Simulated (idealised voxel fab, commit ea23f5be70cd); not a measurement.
Module name: voxel released beams (process module)
Square cells of 5 nm make up the cross-section cut, whose width is 285 nm.
Just so we're on the same page, the cross-sections are grids of square cells, and they're listed out in bands top to bottom, each band one or more rows deep.
The band entry comprises the height of the band's top followed by the height of its bottom, expressed in nm, and subsequently the band's materials from left to right, each stated together with its width in nm. Where a single material is marked with the word "all across", that material fills the band from edge to edge. The word "blank" represents empty space.
A quick word on heights: they are counted from 0, and under that level the wafer as it came to us is one material throughout. The lowest band is different from the rest in having no bottom; it simply continues downward, written as in "0 and below".
So if you see something like "30..40" for the width, read it as the top row of the band sitting at the first number and the bottom row at the second, with every row in between moving by the same amount as the last.
Any step labelled "same as before" changed none of the cells in the cross-section.
Heads up: "Closed void listing" only lists the empty pockets with no open path to the top that are 8 cells or more, and it writes them as width x height at distance, distance from the left edge, in nm.
It should be noted that, on the line of a given step, the content following the step's settings is a remark produced by the simulator itself with respect to that step.
"overlay nm" on a masked step: distance the mask lay right of its planned place, negative for left.

PROCESS STEPS - PLAN
step 1: RECEIVE (material Si)
step 2: CONFORMAL_DEP (material Al2O3; thk nm 5)
step 3: DIRECTIONAL_DEP (material SiO2; thk nm 20)
step 4: PATTERN (tone open; mask id ANCHOR; material resist; width nm 35; thk nm 15; overlay nm 0)
step 5: DIRECTIONAL_ETCH (etch materials SiO2; depth nm 20)
step 6: STRIP (etch materials resist)
step 7: CONFORMAL_DEP (material W; thk nm 15)
step 8: MASKED_ETCH (tone cover; mask id BEAM; width nm 95; etch materials W; depth nm 15; overlay nm 0)
step 9: STRIP (etch materials SiO2)

CROSS-SECTION OF THE INCOMING WAFER, STATE AFTER STEP 1
- 0 and below: Si all across
- Closed void listing: none

FIRST WAFER AT THE END, AS PLANNED
- 40 down to 25: blank=90 / W=20 / blank=5 / W=70 / blank=100
- 25 down to 20: blank=95 / W=15 / blank=5 / W=15 / blank=155
- 20 down to 5: blank=95 / W=35 / blank=155
- 5 down to 0: Al2O3 all across
- 0 and below: Si all across
- Closed void listing: none

SECOND WAFER CROSS-SECTION AT END OF MODULE - SHARED START AND PLAN WITH THE FIRST, ONE MISTAKE IN THE RUN
- 35 down to 20: blank=90 / W=20 / blank=5 / W=70 / blank=100
- 20 down to 15: blank=95 / W=15 / blank=5 / W=15 / blank=155
- 15 down to 0: blank=95 / W=35 / blank=155
- 0 and below: Si all across
- Closed void listing: none
What was done differently from what was planned? the run left out plan step 2 entirely, so it was never executed
Count the cells at the end and the second wafer has more or fewer of some materials than the first: -57 Al2O3
